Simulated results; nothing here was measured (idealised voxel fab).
This section sets out a process module, namely voxel tone inversion.
FYI the section here is cut, 210 nm wide, cells are 5 nm squares.
When this document writes out a cross-section, it uses a grid of square cells and lists it as bands, beginning at the top and moving down, with a band standing for one or more rows of cells.
What a band's entry tells you: where the top is and where the bottom is, as heights in nm, and after that what lies inside, material by material from left to right, each with its width in nm. Empty space is written as the word "air", and a single material marked with the word "edge to edge" occupies the band from edge to edge.
Below 0: as-received wafer, all one material; heights counted from there. Lowest band: no bottom, goes on down, written "top 0, no bottom".
It should be noted that a width expressed as "30 to 40" varies in equal increments from row to row of cells within the band, taking the value of the first number at the top row and that of the second number at the bottom row.
Given "nothing was modified" for a step, no cell of the cross-section differs between before and after that step.
"Trapped cavities": empty spaces of 8 cells or more with no open way to the top, each given as width x height at distance, distance from the left edge, all in nm.
On each step's line, the part that comes after the settings is the simulator's own comment on the step.
"overlay nm" on a masked step: distance the mask lay right of its planned place, negative for left.

LIST OF PLANNED PROCESS STEPS
- 1: op RECEIVE | material Si
- 2: op CONFORMAL_DEP | material SiCN | thk nm 5
- 3: op DIRECTIONAL_DEP | material aC | thk nm 20
- 4: op PATTERN | tone cover | mask id POSTS | material resist | width nm 15 | pitch nm 45 | thk nm 30 | overlay nm 0
- 5: op DIRECTIONAL_ETCH | etch materials aC | depth nm 20
- 6: op STRIP | etch materials resist
- 7: op FILL_DEP | material SiO2 | thk nm 5
- 8: op CMP | height nm 25
- 9: op STRIP | etch materials aC

SHOWN IN CROSS-SECTION IS THE WAFER AS RECEIVED, THAT IS, AS IT STANDS AFTER STEP 1
> top 0, no bottom | Si edge to edge
> Trapped cavities: none

BELOW IS THE WAFER IN CROSS-SECTION AFTER THE MODULE WAS COMPLETED. IT BEGAN FROM THE STARTING POINT SHOWN ABOVE AND FOLLOWED THE PLAN SHOWN ABOVE, EXCEPT THAT ONE MISTAKE WAS MADE WHILE RUNNING IT
> top 25, bottom 5 | 75 of air | 15 of SiO2 | 30 of air | 15 of SiO2 | 75 of air
> top 5, bottom 0 | SiCN edge to edge
> top 0, no bottom | Si edge to edge
> Trapped cavities: none
Where did the run depart from the plan? note that step 4 departed from the planned setting and was carried out as op PATTERN | tone open | mask id POSTS | material resist | width nm 15 | pitch nm 45 | thk nm 30 | overlay nm 0
